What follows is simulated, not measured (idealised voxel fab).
process module | voxel ribs on slabs
cross-section cut | 275 nm wide | cells 5 nm
A cross-section is a grid of square cells, given in bands from the top down. A band is one or more rows of cells.
Each band's line starts with the height of the band's top and of its bottom, in nm. Then come its materials from left to right, each with its width in nm. One material with "throughout" fills the band from edge to edge. "air" is empty space.
Height 0 is the level under which the wafer as received is all one material. The lowest band goes on downwards, as in "0 down".
A width such as "30 to 40" changes by the same amount from each row of cells to the next, from the band's top row to its bottom row.
"no change" after a step means that no cell of the cross-section changed.
closed voids: empty space of 8 cells or more with no open way to the top, each as width x height at its distance from the left edge, in nm
after a step's settings: what the simulator itself notes on the step
overlay nm, on a step with a mask: how far to the right of its planned place the mask lay; to the left if negative
plan
1 op RECEIVE | material Si
2 op DIRECTIONAL_DEP | material SiO2 | thk nm 25
3 op DIRECTIONAL_DEP | material SiN | thk nm 15
4 op MASKED_ETCH | tone cover | mask id RIB | width nm 25 | etch materials SiN | depth nm 5 | overlay nm 0
5 op DIRECTIONAL_DEP | material aC | thk nm 15
6 op PATTERN | tone cover | mask id SLAB | material resist | width nm 55 | thk nm 35 | overlay nm 0
7 op DIRECTIONAL_ETCH | etch materials aC | depth nm 15
8 op STRIP | etch materials resist
9 op DIRECTIONAL_ETCH | etch materials SiN | depth nm 10
10 op STRIP | etch materials aC
11 op FILL_DEP | material SiO2 | thk nm 15
12 op CMP | height nm 50
13 op DIRECTIONAL_DEP | material W | thk nm 10
14 op PATTERN | tone cover | mask id HEATER | material resist | width nm 35 | thk nm 20 | overlay nm 0
15 op DIRECTIONAL_ETCH | etch materials W | depth nm 10
16 op STRIP | etch materials resist
17 op CONFORMAL_DEP | material SiN | thk nm 10
as received, after step 1
  0 down: Si throughout
  closed voids: none
a wafer at the end: this start, this plan, one mistake
  70 to 60: air 110 | SiN 55 | air 110
  60 to 50: SiN 120 | W 35 | SiN 120
  50 to 40: aC throughout
  40 to 35: aC 125 | SiN 25 | aC 125
  35 to 25: aC 110 | SiN 55 | aC 110
  25 to 0: SiO2 throughout
  0 down: Si throughout
  closed voids: none
what went wrong: step 11 ran as: op FILL_DEP | material aC | thk nm 15
